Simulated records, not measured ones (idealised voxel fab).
Module name: voxel wiring stack (process module)
Displayed cross-section: cut, width of 240 nm, square cells sized 5 nm.
Heads up, the way a cross-section reads in here is a grid of square cells, handed over as bands from the top down, with every band being one or more rows of cells. For a band, the entry starts with two heights in nm, that of the top and then that of the bottom, and carries on with the band's materials in order from left to right, each alongside its width in nm; the word "everywhere" beside a single material means it fills the band edge to edge, and "empty" means empty space. Beneath 0, the wafer as received is one material, and that level is where height counting begins. The lowest band goes on downward without a bottom; it is written like "0 -> down". With a width like "30..40", each row of cells in the band differs from the next by the same amount, the top row carrying the first number and the bottom row the second. The designation "no alteration", where it is given for a processing step, indicates that no cell of the cross-section was altered in the course of that step. "Sealed-off cavities" enumerates empty spaces isolated from the top, with no open way to it, that contain at least 8 cells, giving each as width x height at distance from the left edge, all three in nm. On each step's line, the part that comes after the settings is the simulator's own comment on the step. overlay nm: where the mask lay relative to plan, measured to the right, on steps with a mask; negatives go left.

List of planned process steps:
1. RECEIVE,material Si
2. CONFORMAL_DEP,material SiO2,thk nm 15
3. CONFORMAL_DEP,material SiN,thk nm 5
4. DIRECTIONAL_DEP,material lowk,thk nm 20
5. MASKED_ETCH,tone open,mask id METAL_1,width nm 30,pitch nm 50,etch materials lowk,depth nm 20,overlay nm 0
6. MASKED_ETCH,tone open,mask id METAL_1,width nm 30,pitch nm 50,etch materials SiN,depth nm 5,overlay nm 0
7. CONFORMAL_DEP,material TiN,thk nm 5
8. FILL_DEP,material Cu,thk nm 5
9. CMP,height nm 40
10. CONFORMAL_DEP,material SiCN,thk nm 5
11. DIRECTIONAL_DEP,material SiO2,thk nm 35
12. DIRECTIONAL_DEP,material aC,thk nm 15
13. PATTERN,tone open,mask id METAL_2,material resist,width nm 30,pitch nm 50,thk nm 35,overlay nm 0
14. DIRECTIONAL_ETCH,etch materials aC,depth nm 15
15. STRIP,etch materials resist
16. DIRECTIONAL_ETCH,etch materials SiO2,depth nm 20
17. STRIP,etch materials aC
18. MASKED_ETCH,tone open,mask id METAL_2_HOLES,width nm 15,pitch nm 50,etch materials SiO2,depth nm 15,overlay nm 0
19. MASKED_ETCH,tone open,mask id METAL_2_HOLES,width nm 15,pitch nm 50,etch materials SiCN,depth nm 5,overlay nm 0
20. CONFORMAL_DEP,material TiN,thk nm 5
21. FILL_DEP,material Cu,thk nm 10
22. CMP,height nm 80
23. CONFORMAL_DEP,material SiCN,thk nm 5
24. DIRECTIONAL_DEP,material SiO2,thk nm 30
25. DIRECTIONAL_DEP,material aC,thk nm 15
26. PATTERN,tone open,mask id METAL_3_HOLES,material resist,width nm 15,thk nm 30,overlay nm 0
27. DIRECTIONAL_ETCH,etch materials aC,depth nm 15
28. STRIP,etch materials resist
29. DIRECTIONAL_ETCH,etch materials SiO2,depth nm 30
30. STRIP,etch materials aC
31. DIRECTIONAL_DEP,material aC,thk nm 10
32. PATTERN,tone open,mask id METAL_3,material resist,width nm 30,pitch nm 50,thk nm 25,overlay nm 0
33. DIRECTIONAL_ETCH,etch materials aC,depth nm 10
34. STRIP,etch materials resist
35. DIRECTIONAL_ETCH,etch materials SiO2,depth nm 15
36. DIRECTIONAL_ETCH,etch materials SiCN,depth nm 5
37. STRIP,etch materials aC
38. CONFORMAL_DEP,material TiN,thk nm 5
39. FILL_DEP,material Cu,thk nm 10
40. CMP,height nm 115
41. CONFORMAL_DEP,material SiCN,thk nm 5

First of the two wafers, run per plan:

Cross-section of the incoming wafer, state after step 1:
  0 -> down: Si everywhere
  Sealed-off cavities: none

Once step 2 is through, the wafer looks like this in cross-section:
  15 -> 0: SiO2 everywhere
  Below 0, no change.

Once step 3 is through, the wafer looks like this in cross-section:
  20 -> 15: SiN everywhere
  Below 15, no change.

Once step 4 is through, the wafer looks like this in cross-section:
  40 -> 20: lowk everywhere
  Below 20, no change.

Once step 5 is through, the wafer looks like this in cross-section:
  40 -> 20: 80 nm lowk  30 nm empty  20 nm lowk  30 nm empty  80 nm lowk
  Below 20, no change.

Once step 6 is through, the wafer looks like this in cross-section:
  40 -> 20: 80 nm lowk  30 nm empty  20 nm lowk  30 nm empty  80 nm lowk
  20 -> 15: 80 nm SiN  30 nm empty  20 nm SiN  30 nm empty  80 nm SiN
  Below 15, no change.

Once step 7 is through, the wafer looks like this in cross-section:
  45 -> 40: 85 nm TiN  20 nm empty  30 nm TiN  20 nm empty  85 nm TiN
  40 -> 20: 80 nm lowk  5 nm TiN  20 nm empty  5 nm TiN  20 nm lowk  5 nm TiN  20 nm empty  5 nm TiN  80 nm lowk
  20 -> 15: 80 nm SiN  30 nm TiN  20 nm SiN  30 nm TiN  80 nm SiN
  Below 15, no change.

Once step 8 is through, the wafer looks like this in cross-section:
  50 -> 45: Cu everywhere
  45 -> 40: 85 nm TiN  20 nm Cu  30 nm TiN  20 nm Cu  85 nm TiN
  40 -> 20: 80 nm lowk  5 nm TiN  20 nm Cu  5 nm TiN  20 nm lowk  5 nm TiN  20 nm Cu  5 nm TiN  80 nm lowk
  Below 20, no change.

Once step 9 is through, the wafer looks like this in cross-section:
  40 -> 20: 80 nm lowk  5 nm TiN  20 nm Cu  5 nm TiN  20 nm lowk  5 nm TiN  20 nm Cu  5 nm TiN  80 nm lowk
  Below 20, no change.

Once step 10 is through, the wafer looks like this in cross-section:
  45 -> 40: SiCN everywhere
  Below 40, no change.

Once step 11 is through, the wafer looks like this in cross-section:
  80 -> 45: SiO2 everywhere
  Below 45, no change.

Once step 12 is through, the wafer looks like this in cross-section:
  95 -> 80: aC everywhere
  Below 80, no change.

Once step 13 is through, the wafer looks like this in cross-section:
  130 -> 95: 80 nm resist  30 nm empty  20 nm resist  30 nm empty  80 nm resist
  Below 95, no change.

Once step 14 is through, the wafer looks like this in cross-section:
  115 -> 95: 80 nm resist  30 nm empty  20 nm resist  30 nm empty  80 nm resist
  95 -> 80: 80 nm aC  30 nm empty  20 nm aC  30 nm empty  80 nm aC
  Below 80, no change.

Once step 15 is through, the wafer looks like this in cross-section:
  95 -> 80: 80 nm aC  30 nm empty  20 nm aC  30 nm empty  80 nm aC
  Below 80, no change.

Once step 16 is through, the wafer looks like this in cross-section:
  95 -> 80: 80 nm aC  30 nm empty  20 nm aC  30 nm empty  80 nm aC
  80 -> 60: 80 nm SiO2  30 nm empty  20 nm SiO2  30 nm empty  80 nm SiO2
  Below 60, no change.

Once step 17 is through, the wafer looks like this in cross-section:
  80 -> 60: 80 nm SiO2  30 nm empty  20 nm SiO2  30 nm empty  80 nm SiO2
  Below 60, no change.

Once step 18 is through, the wafer looks like this in cross-section:
  80 -> 60: 80 nm SiO2  30 nm empty  20 nm SiO2  30 nm empty  80 nm SiO2
  60 -> 45: 80 nm SiO2  15 nm empty  35 nm SiO2  15 nm empty  95 nm SiO2
  Below 45, no change.

Once step 19 is through, the wafer looks like this in cross-section:
  80 -> 60: 80 nm SiO2  30 nm empty  20 nm SiO2  30 nm empty  80 nm SiO2
  60 -> 45: 80 nm SiO2  15 nm empty  35 nm SiO2  15 nm empty  95 nm SiO2
  45 -> 40: 80 nm SiCN  15 nm empty  35 nm SiCN  15 nm empty  95 nm SiCN
  Below 40, no change.

Once step 20 is through, the wafer looks like this in cross-section:
  85 -> 80: 85 nm TiN  20 nm empty  30 nm TiN  20 nm empty  85 nm TiN
  80 -> 65: 80 nm SiO2  5 nm TiN  20 nm empty  5 nm TiN  20 nm SiO2  5 nm TiN  20 nm empty  5 nm TiN  80 nm SiO2
  65 -> 60: 80 nm SiO2  5 nm TiN  5 nm empty  20 nm TiN  20 nm SiO2  5 nm TiN  5 nm empty  20 nm TiN  80 nm SiO2
  60 -> 45: 80 nm SiO2  5 nm TiN  5 nm empty  5 nm TiN  35 nm SiO2  5 nm TiN  5 nm empty  5 nm TiN  95 nm SiO2
  45 -> 40: 80 nm SiCN  15 nm TiN  35 nm SiCN  15 nm TiN  95 nm SiCN
  Below 40, no change.

Once step 21 is through, the wafer looks like this in cross-section:
  95 -> 85: Cu everywhere
  85 -> 80: 85 nm TiN  20 nm Cu  30 nm TiN  20 nm Cu  85 nm TiN
  80 -> 65: 80 nm SiO2  5 nm TiN  20 nm Cu  5 nm TiN  20 nm SiO2  5 nm TiN  20 nm Cu  5 nm TiN  80 nm SiO2
  65 -> 60: 80 nm SiO2  5 nm TiN  5 nm Cu  20 nm TiN  20 nm SiO2  5 nm TiN  5 nm Cu  20 nm TiN  80 nm SiO2
  60 -> 45: 80 nm SiO2  5 nm TiN  5 nm Cu  5 nm TiN  35 nm SiO2  5 nm TiN  5 nm Cu  5 nm TiN  95 nm SiO2
  Below 45, no change.

Once step 22 is through, the wafer looks like this in cross-section:
  80 -> 65: 80 nm SiO2  5 nm TiN  20 nm Cu  5 nm TiN  20 nm SiO2  5 nm TiN  20 nm Cu  5 nm TiN  80 nm SiO2
  Below 65, no change.

Once step 23 is through, the wafer looks like this in cross-section:
  85 -> 80: SiCN everywhere
  Below 80, no change.

Once step 24 is through, the wafer looks like this in cross-section:
  115 -> 85: SiO2 everywhere
  Below 85, no change.

Once step 25 is through, the wafer looks like this in cross-section:
  130 -> 115: aC everywhere
  Below 115, no change.

Once step 26 is through, the wafer looks like this in cross-section:
  160 -> 130: 80 nm resist  15 nm empty  145 nm resist
  Below 130, no change.

Once step 27 is through, the wafer looks like this in cross-section:
  145 -> 130: 80 nm resist  15 nm empty  145 nm resist
  130 -> 115: 80 nm aC  15 nm empty  145 nm aC
  Below 115, no change.

Once step 28 is through, the wafer looks like this in cross-section:
  130 -> 115: 80 nm aC  15 nm empty  145 nm aC
  Below 115, no change.

Once step 29 is through, the wafer looks like this in cross-section:
  130 -> 115: 80 nm aC  15 nm empty  145 nm aC
  115 -> 85: 80 nm SiO2  15 nm empty  145 nm SiO2
  Below 85, no change.

Once step 30 is through, the wafer looks like this in cross-section:
  115 -> 85: 80 nm SiO2  15 nm empty  145 nm SiO2
  Below 85, no change.

Once step 31 is through, the wafer looks like this in cross-section:
  125 -> 115: 80 nm aC  15 nm empty  145 nm aC
  115 -> 95: 80 nm SiO2  15 nm empty  145 nm SiO2
  95 -> 85: 80 nm SiO2  15 nm aC  145 nm SiO2
  Below 85, no change.

Once step 32 is through, the wafer looks like this in cross-section:
  150 -> 125: 80 nm resist  30 nm empty  20 nm resist  30 nm empty  80 nm resist
  Below 125, no change.

Once step 33 is through, the wafer looks like this in cross-section:
  140 -> 125: 80 nm resist  30 nm empty  20 nm resist  30 nm empty  80 nm resist
  125 -> 115: 80 nm aC  30 nm empty  20 nm aC  30 nm empty  80 nm aC
  115 -> 85: 80 nm SiO2  15 nm empty  145 nm SiO2
  Below 85, no change.

Once step 34 is through, the wafer looks like this in cross-section:
  125 -> 115: 80 nm aC  30 nm empty  20 nm aC  30 nm empty  80 nm aC
  Below 115, no change.

Once step 35 is through, the wafer looks like this in cross-section:
  125 -> 115: 80 nm aC  30 nm empty  20 nm aC  30 nm empty  80 nm aC
  115 -> 100: 80 nm SiO2  30 nm empty  20 nm SiO2  30 nm empty  80 nm SiO2
  Below 100, no change.

Once step 36 is through, the wafer looks like this in cross-section:
  125 -> 115: 80 nm aC  30 nm empty  20 nm aC  30 nm empty  80 nm aC
  115 -> 100: 80 nm SiO2  30 nm empty  20 nm SiO2  30 nm empty  80 nm SiO2
  100 -> 85: 80 nm SiO2  15 nm empty  145 nm SiO2
  85 -> 80: 80 nm SiCN  15 nm empty  145 nm SiCN
  Below 80, no change.

Once step 37 is through, the wafer looks like this in cross-section:
  115 -> 100: 80 nm SiO2  30 nm empty  20 nm SiO2  30 nm empty  80 nm SiO2
  Below 100, no change.

Once step 38 is through, the wafer looks like this in cross-section:
  120 -> 115: 85 nm TiN  20 nm empty  30 nm TiN  20 nm empty  85 nm TiN
  115 -> 105: 80 nm SiO2  5 nm TiN  20 nm empty  5 nm TiN  20 nm SiO2  5 nm TiN  20 nm empty  5 nm TiN  80 nm SiO2
  105 -> 100: 80 nm SiO2  5 nm TiN  5 nm empty  20 nm TiN  20 nm SiO2  30 nm TiN  80 nm SiO2
  100 -> 85: 80 nm SiO2  5 nm TiN  5 nm empty  5 nm TiN  145 nm SiO2
  85 -> 80: 80 nm SiCN  15 nm TiN  145 nm SiCN
  Below 80, no change.

Once step 39 is through, the wafer looks like this in cross-section:
  130 -> 120: Cu everywhere
  120 -> 115: 85 nm TiN  20 nm Cu  30 nm TiN  20 nm Cu  85 nm TiN
  115 -> 105: 80 nm SiO2  5 nm TiN  20 nm Cu  5 nm TiN  20 nm SiO2  5 nm TiN  20 nm Cu  5 nm TiN  80 nm SiO2
  105 -> 100: 80 nm SiO2  5 nm TiN  5 nm Cu  20 nm TiN  20 nm SiO2  30 nm TiN  80 nm SiO2
  100 -> 85: 80 nm SiO2  5 nm TiN  5 nm Cu  5 nm TiN  145 nm SiO2
  Below 85, no change.

Once step 40 is through, the wafer looks like this in cross-section:
  115 -> 105: 80 nm SiO2  5 nm TiN  20 nm Cu  5 nm TiN  20 nm SiO2  5 nm TiN  20 nm Cu  5 nm TiN  80 nm SiO2
  Below 105, no change.

Once step 41 is through, the wafer looks like this in cross-section:
  120 -> 115: SiCN everywhere
  Below 115, no change.

Second wafer - shared start and plan with the first - one error in running - same as the first up to step 9 inclusive:

Cross-section, second wafer, at the end time the plan gives for step 10:
  75 -> 40: SiO2 everywhere
  Below 40, no change.

Cross-section, second wafer, at the end time the plan gives for step 11:
  80 -> 75: SiCN everywhere
  Below 75, no change.

Cross-section, second wafer, at the end time the plan gives for step 12:
  95 -> 80: aC everywhere
  Below 80, no change.

Cross-section, second wafer, at the end time the plan gives for step 13:
  130 -> 95: 80 nm resist  30 nm empty  20 nm resist  30 nm empty  80 nm resist
  Below 95, no change.

Cross-section, second wafer, at the end time the plan gives for step 14:
  115 -> 95: 80 nm resist  30 nm empty  20 nm resist  30 nm empty  80 nm resist
  95 -> 80: 80 nm aC  30 nm empty  20 nm aC  30 nm empty  80 nm aC
  Below 80, no change.

Cross-section, second wafer, at the end time the plan gives for step 15:
  95 -> 80: 80 nm aC  30 nm empty  20 nm aC  30 nm empty  80 nm aC
  Below 80, no change.

Cross-section, second wafer, at the end time the plan gives for step 16: no alteration

Cross-section, second wafer, at the end time the plan gives for step 17:
  80 -> 75: SiCN everywhere
  Below 75, no change.

Cross-section, second wafer, at the end time the plan gives for step 18: no alteration

Cross-section, second wafer, at the end time the plan gives for step 19:
  80 -> 75: 80 nm SiCN  15 nm empty  35 nm SiCN  15 nm empty  95 nm SiCN
  Below 75, no change.

Cross-section, second wafer, at the end time the plan gives for step 20:
  85 -> 80: 85 nm TiN  5 nm empty  45 nm TiN  5 nm empty  100 nm TiN
  80 -> 75: 80 nm SiCN  15 nm TiN  35 nm SiCN  15 nm TiN  95 nm SiCN
  Below 75, no change.

Cross-section, second wafer, at the end time the plan gives for step 21:
  95 -> 85: Cu everywhere
  85 -> 80: 85 nm TiN  5 nm Cu  45 nm TiN  5 nm Cu  100 nm TiN
  Below 80, no change.

Cross-section, second wafer, at the end time the plan gives for step 22:
  80 -> 75: 80 nm SiCN  15 nm TiN  35 nm SiCN  15 nm TiN  95 nm SiCN
  Below 75, no change.

Cross-section, second wafer, at the end time the plan gives for step 23:
  85 -> 80: SiCN everywhere
  Below 80, no change.

Cross-section, second wafer, at the end time the plan gives for step 24:
  115 -> 85: SiO2 everywhere
  Below 85, no change.

Cross-section, second wafer, at the end time the plan gives for step 25:
  130 -> 115: aC everywhere
  Below 115, no change.

Cross-section, second wafer, at the end time the plan gives for step 26:
  160 -> 130: 80 nm resist  15 nm empty  145 nm resist
  Below 130, no change.

Cross-section, second wafer, at the end time the plan gives for step 27:
  145 -> 130: 80 nm resist  15 nm empty  145 nm resist
  130 -> 115: 80 nm aC  15 nm empty  145 nm aC
  Below 115, no change.

Cross-section, second wafer, at the end time the plan gives for step 28:
  130 -> 115: 80 nm aC  15 nm empty  145 nm aC
  Below 115, no change.

Cross-section, second wafer, at the end time the plan gives for step 29:
  130 -> 115: 80 nm aC  15 nm empty  145 nm aC
  115 -> 85: 80 nm SiO2  15 nm empty  145 nm SiO2
  Below 85, no change.

Cross-section, second wafer, at the end time the plan gives for step 30:
  115 -> 85: 80 nm SiO2  15 nm empty  145 nm SiO2
  Below 85, no change.

Cross-section, second wafer, at the end time the plan gives for step 31:
  125 -> 115: 80 nm aC  15 nm empty  145 nm aC
  115 -> 95: 80 nm SiO2  15 nm empty  145 nm SiO2
  95 -> 85: 80 nm SiO2  15 nm aC  145 nm SiO2
  Below 85, no change.

Cross-section, second wafer, at the end time the plan gives for step 32:
  150 -> 125: 80 nm resist  30 nm empty  20 nm resist  30 nm empty  80 nm resist
  Below 125, no change.

Cross-section, second wafer, at the end time the plan gives for step 33:
  140 -> 125: 80 nm resist  30 nm empty  20 nm resist  30 nm empty  80 nm resist
  125 -> 115: 80 nm aC  30 nm empty  20 nm aC  30 nm empty  80 nm aC
  115 -> 85: 80 nm SiO2  15 nm empty  145 nm SiO2
  Below 85, no change.

Cross-section, second wafer, at the end time the plan gives for step 34:
  125 -> 115: 80 nm aC  30 nm empty  20 nm aC  30 nm empty  80 nm aC
  Below 115, no change.

Cross-section, second wafer, at the end time the plan gives for step 35:
  125 -> 115: 80 nm aC  30 nm empty  20 nm aC  30 nm empty  80 nm aC
  115 -> 100: 80 nm SiO2  30 nm empty  20 nm SiO2  30 nm empty  80 nm SiO2
  Below 100, no change.

Cross-section, second wafer, at the end time the plan gives for step 36:
  125 -> 115: 80 nm aC  30 nm empty  20 nm aC  30 nm empty  80 nm aC
  115 -> 100: 80 nm SiO2  30 nm empty  20 nm SiO2  30 nm empty  80 nm SiO2
  100 -> 85: 80 nm SiO2  15 nm empty  145 nm SiO2
  85 -> 80: 80 nm SiCN  15 nm empty  145 nm SiCN
  Below 80, no change.

Cross-section, second wafer, at the end time the plan gives for step 37:
  115 -> 100: 80 nm SiO2  30 nm empty  20 nm SiO2  30 nm empty  80 nm SiO2
  Below 100, no change.

Cross-section, second wafer, at the end time the plan gives for step 38:
  120 -> 115: 85 nm TiN  20 nm empty  30 nm TiN  20 nm empty  85 nm TiN
  115 -> 105: 80 nm SiO2  5 nm TiN  20 nm empty  5 nm TiN  20 nm SiO2  5 nm TiN  20 nm empty  5 nm TiN  80 nm SiO2
  105 -> 100: 80 nm SiO2  5 nm TiN  5 nm empty  20 nm TiN  20 nm SiO2  30 nm TiN  80 nm SiO2
  100 -> 85: 80 nm SiO2  5 nm TiN  5 nm empty  5 nm TiN  145 nm SiO2
  85 -> 80: 80 nm SiCN  15 nm TiN  145 nm SiCN
  Below 80, no change.

Cross-section, second wafer, at the end time the plan gives for step 39:
  130 -> 120: Cu everywhere
  120 -> 115: 85 nm TiN  20 nm Cu  30 nm TiN  20 nm Cu  85 nm TiN
  115 -> 105: 80 nm SiO2  5 nm TiN  20 nm Cu  5 nm TiN  20 nm SiO2  5 nm TiN  20 nm Cu  5 nm TiN  80 nm SiO2
  105 -> 100: 80 nm SiO2  5 nm TiN  5 nm Cu  20 nm TiN  20 nm SiO2  30 nm TiN  80 nm SiO2
  100 -> 85: 80 nm SiO2  5 nm TiN  5 nm Cu  5 nm TiN  145 nm SiO2
  Below 85, no change.

Cross-section, second wafer, at the end time the plan gives for step 40:
  115 -> 105: 80 nm SiO2  5 nm TiN  20 nm Cu  5 nm TiN  20 nm SiO2  5 nm TiN  20 nm Cu  5 nm TiN  80 nm SiO2
  Below 105, no change.

Cross-section, second wafer, at the end time the plan gives for step 41:
  120 -> 115: SiCN everywhere
  Below 115, no change.
It is concluded that the wafer was processed incorrectly with respect to the plan, in that plan vs actual: 10 and 11 interchanged
In the final state, the cell counts of the second wafer exceed or fall short of those of the first for the following materials: 32 fewer of Cu; 66 more of SiO2; 34 fewer of TiN
